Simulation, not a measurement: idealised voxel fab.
Presented below is a process module, voxel transistor to metal.
Cross-section cut: width 295 nm, square cells of 5 nm.
For the purposes of this document, a cross-section shall be understood as a grid of square cells, specified as bands listed in top-to-bottom order, each band consisting of one or more rows of cells. Heights first: top, then bottom, in nm. Then materials, left to right, each with a width in nm. "full width" on a single material: fills the band edge to edge. "blank": empty space. Where do heights start? At 0: under that level the wafer as delivered is made of one material only. And the lowest band has no floor; it just carries on downward, as in "0 -> down". With a width like "30 to 40", each row of cells in the band differs from the next by the same amount, the top row carrying the first number and the bottom row the second. The designation "changes: none", where it is given for a processing step, indicates that no cell of the cross-section was altered in the course of that step. Each empty space that has no open way to the top and spans at least 8 cells appears under "Closed empty spaces" as width x height at distance, the distance counted from the left edge, all in nm. On each step's line, the part that comes after the settings is the simulator's own comment on the step. A step's line can hold "overlay nm"; with a mask on that step, the setting says how far right of the planned place the mask lay, while a negative setting says it lay to the left.
[The planned process steps are enumerated hereunder]
| 1 | RECEIVE,material Si |
| 2 | OXIDIZE,depth nm 5 |
| 3 | CONFORMAL_DEP,material SiN,thk nm 10 |
| 4 | PATTERN,tone cover,mask id ACTIVE,material resist,width nm 110,pitch nm 130,thk nm 15,overlay nm 0 |
| 5 | DIRECTIONAL_ETCH,etch materials SiN,depth nm 10 |
| 6 | DIRECTIONAL_ETCH,etch materials SiO2,depth nm 5 |
| 7 | DIRECTIONAL_ETCH,etch materials Si,depth nm 35 |
| 8 | STRIP,etch materials resist |
| 9 | FILL_DEP,material SiO2,thk nm 5 |
| 10 | CMP,height nm 10 |
| 11 | SELECTIVE_ETCH,etch materials SiO2,depth nm 10 |
| 12 | STRIP,etch materials SiN |
| 13 | SELECTIVE_ETCH,etch materials SiO2,depth nm 5 |
| 14 | OXIDIZE,depth nm 5 |
| 15 | DIRECTIONAL_DEP,material polySi,thk nm 25 |
| 16 | DIRECTIONAL_DEP,material SiCN,thk nm 10 |
| 17 | MASKED_ETCH,tone cover,mask id GATE,width nm 30,pitch nm 130,etch materials SiCN,depth nm 20,overlay nm 0 |
| 18 | MASKED_ETCH,tone cover,mask id GATE,width nm 30,pitch nm 130,etch materials polySi,depth nm 35,overlay nm 0 |
| 19 | CONFORMAL_DEP,material SiN,thk nm 5 |
| 20 | DIRECTIONAL_ETCH,etch materials SiN,depth nm 5 |
| 21 | DIRECTIONAL_ETCH,etch materials SiO2,depth nm 5 |
| 22 | DIRECTIONAL_ETCH,etch materials Si,depth nm 15 |
| 23 | EPI,material nSi,thk nm 15 |
| 24 | FILL_DEP,material SiO2,thk nm 10 |
| 25 | CMP,height nm 20 |
| 26 | STRIP,etch materials polySi |
| 27 | SELECTIVE_ETCH,etch materials SiO2,depth nm 5 |
| 28 | CONFORMAL_DEP,material HfO2,thk nm 5 |
| 29 | CONFORMAL_DEP,material TiN,thk nm 5 |
| 30 | FILL_DEP,material W,thk nm 5 |
| 31 | CMP,height nm 15 |
| 32 | DIRECTIONAL_DEP,material SiO2,thk nm 15 |
| 33 | PATTERN,tone open,mask id CONTACT,material resist,width nm 15,thk nm 20,overlay nm 0 |
| 34 | DIRECTIONAL_ETCH,etch materials SiO2,depth nm 40 |
| 35 | STRIP,etch materials resist |
| 36 | CONFORMAL_DEP,material TiN,thk nm 5 |
| 37 | FILL_DEP,material Ru,thk nm 10 |
| 38 | CMP,height nm 30 |
| 39 | DIRECTIONAL_DEP,material TiN,thk nm 5 |
| 40 | DIRECTIONAL_DEP,material W,thk nm 15 |
| 41 | PATTERN,tone cover,mask id METAL_1,material resist,width nm 15,thk nm 20,overlay nm 0 |
| 42 | DIRECTIONAL_ETCH,etch materials W,depth nm 15 |
| 43 | DIRECTIONAL_ETCH,etch materials TiN,depth nm 5 |
| 44 | STRIP,etch materials resist |
| 45 | CONFORMAL_DEP,material SiCN,thk nm 5 |
| 46 | FILL_DEP,material lowk,thk nm 10 |
| 47 | CMP,height nm 50 |
| 48 | CONFORMAL_DEP,material SiCN,thk nm 5 |
[Step 1 complete: cross-section of the wafer as received]
* 0 -> down = Si full width
* Closed empty spaces: none
[First of two wafers: cross-section at end of module, run per plan]
* 55 -> 50 = SiCN full width
* 50 -> 35 = 30 nm lowk; 5 nm SiCN; 15 nm W; 5 nm SiCN; 50 nm lowk; 5 nm SiCN; 15 nm W; 5 nm SiCN; 30 nm lowk; 5 nm SiCN; 15 nm W; 5 nm SiCN; 50 nm lowk; 5 nm SiCN; 15 nm W; 5 nm SiCN; 35 nm lowk
* 35 -> 30 = 35 nm SiCN; 15 nm TiN; 60 nm SiCN; 15 nm TiN; 40 nm SiCN; 15 nm TiN; 60 nm SiCN; 15 nm TiN; 40 nm SiCN
* 30 -> 15 = 35 nm SiO2; 5 nm TiN; 5 nm Ru; 5 nm TiN; 60 nm SiO2; 5 nm TiN; 5 nm Ru; 5 nm TiN; 40 nm SiO2; 5 nm TiN; 5 nm Ru; 5 nm TiN; 60 nm SiO2; 5 nm TiN; 5 nm Ru; 5 nm TiN; 40 nm SiO2
* 15 -> 10 = 35 nm SiO2; 5 nm TiN; 5 nm Ru; 5 nm TiN; 10 nm SiO2; 5 nm SiN; 5 nm HfO2; 5 nm TiN; 10 nm W; 5 nm TiN; 5 nm HfO2; 5 nm SiN; 10 nm SiO2; 5 nm TiN; 5 nm Ru; 5 nm TiN; 40 nm SiO2; 5 nm TiN; 5 nm Ru; 5 nm TiN; 10 nm SiO2; 5 nm SiN; 5 nm HfO2; 5 nm TiN; 10 nm W; 5 nm TiN; 5 nm HfO2; 5 nm SiN; 10 nm SiO2; 5 nm TiN; 5 nm Ru; 5 nm TiN; 40 nm SiO2
* 10 -> 5 = 35 nm SiO2; 15 nm TiN; 10 nm SiO2; 5 nm SiN; 5 nm HfO2; 5 nm TiN; 10 nm W; 5 nm TiN; 5 nm HfO2; 5 nm SiN; 10 nm SiO2; 15 nm TiN; 40 nm SiO2; 15 nm TiN; 10 nm SiO2; 5 nm SiN; 5 nm HfO2; 5 nm TiN; 10 nm W; 5 nm TiN; 5 nm HfO2; 5 nm SiN; 10 nm SiO2; 15 nm TiN; 40 nm SiO2
* 5 -> 0 = 35 nm SiO2; 10 nm TiN; 15 nm nSi; 5 nm SiN; 5 nm HfO2; 5 nm TiN; 10 nm W; 5 nm TiN; 5 nm HfO2; 5 nm SiN; 15 nm nSi; 10 nm TiN; 40 nm SiO2; 10 nm TiN; 15 nm nSi; 5 nm SiN; 5 nm HfO2; 5 nm TiN; 10 nm W; 5 nm TiN; 5 nm HfO2; 5 nm SiN; 15 nm nSi; 10 nm TiN; 40 nm SiO2
* 0 -> -5 = 35 nm SiO2; 10 nm TiN; 15 nm nSi; 5 nm SiN; 5 nm HfO2; 20 nm TiN; 5 nm HfO2; 5 nm SiN; 15 nm nSi; 10 nm TiN; 40 nm SiO2; 10 nm TiN; 15 nm nSi; 5 nm SiN; 5 nm HfO2; 20 nm TiN; 5 nm HfO2; 5 nm SiN; 15 nm nSi; 10 nm TiN; 40 nm SiO2
* -5 -> -10 = 35 nm SiO2; 10 nm TiN; 15 nm nSi; 40 nm HfO2; 15 nm nSi; 10 nm TiN; 40 nm SiO2; 10 nm TiN; 15 nm nSi; 40 nm HfO2; 15 nm nSi; 10 nm TiN; 40 nm SiO2
* -10 -> -25 = 25 nm SiO2; 35 nm nSi; 40 nm Si; 35 nm nSi; 20 nm SiO2; 35 nm nSi; 40 nm Si; 35 nm nSi; 30 nm SiO2
* -25 -> -40 = 25 nm SiO2; 110 nm Si; 20 nm SiO2; 110 nm Si; 30 nm SiO2
* -40 -> down = Si full width
* Closed empty spaces: none
[Second wafer of the two, sectioned at the end of the module. It began like the first and followed the same plan, but one mistake was made while running it]
* 55 -> 50 = SiCN full width
* 50 -> 35 = 30 nm lowk; 5 nm SiCN; 15 nm W; 5 nm SiCN; 50 nm lowk; 5 nm SiCN; 15 nm W; 5 nm SiCN; 30 nm lowk; 5 nm SiCN; 15 nm W; 5 nm SiCN; 50 nm lowk; 5 nm SiCN; 15 nm W; 5 nm SiCN; 35 nm lowk
* 35 -> 30 = 35 nm SiCN; 15 nm TiN; 60 nm SiCN; 15 nm TiN; 40 nm SiCN; 15 nm TiN; 60 nm SiCN; 15 nm TiN; 40 nm SiCN
* 30 -> 15 = W full width
* 15 -> 5 = 60 nm SiO2; 5 nm SiN; 5 nm HfO2; 5 nm TiN; 10 nm W; 5 nm TiN; 5 nm HfO2; 5 nm SiN; 90 nm SiO2; 5 nm SiN; 5 nm HfO2; 5 nm TiN; 10 nm W; 5 nm TiN; 5 nm HfO2; 5 nm SiN; 65 nm SiO2
* 5 -> 0 = 45 nm SiO2; 15 nm nSi; 5 nm SiN; 5 nm HfO2; 5 nm TiN; 10 nm W; 5 nm TiN; 5 nm HfO2; 5 nm SiN; 15 nm nSi; 60 nm SiO2; 15 nm nSi; 5 nm SiN; 5 nm HfO2; 5 nm TiN; 10 nm W; 5 nm TiN; 5 nm HfO2; 5 nm SiN; 15 nm nSi; 50 nm SiO2
* 0 -> -5 = 45 nm SiO2; 15 nm nSi; 5 nm SiN; 5 nm HfO2; 20 nm TiN; 5 nm HfO2; 5 nm SiN; 15 nm nSi; 60 nm SiO2; 15 nm nSi; 5 nm SiN; 5 nm HfO2; 20 nm TiN; 5 nm HfO2; 5 nm SiN; 15 nm nSi; 50 nm SiO2
* -5 -> -10 = 45 nm SiO2; 15 nm nSi; 40 nm HfO2; 15 nm nSi; 60 nm SiO2; 15 nm nSi; 40 nm HfO2; 15 nm nSi; 50 nm SiO2
* -10 -> -25 = 25 nm SiO2; 35 nm nSi; 40 nm Si; 35 nm nSi; 20 nm SiO2; 35 nm nSi; 40 nm Si; 35 nm nSi; 30 nm SiO2
* -25 -> -40 = 25 nm SiO2; 110 nm Si; 20 nm SiO2; 110 nm Si; 30 nm SiO2
* -40 -> down = Si full width
* Closed empty spaces: none
Deviation from plan: off-plan run, step 32, actual operation and settings DIRECTIONAL_DEP,material W,thk nm 15
End check, counted in cells, second wafer has more or fewer of these materials than the first: Ru: 16 fewer | SiO2: 93 fewer | TiN: 68 fewer | W: 177 more
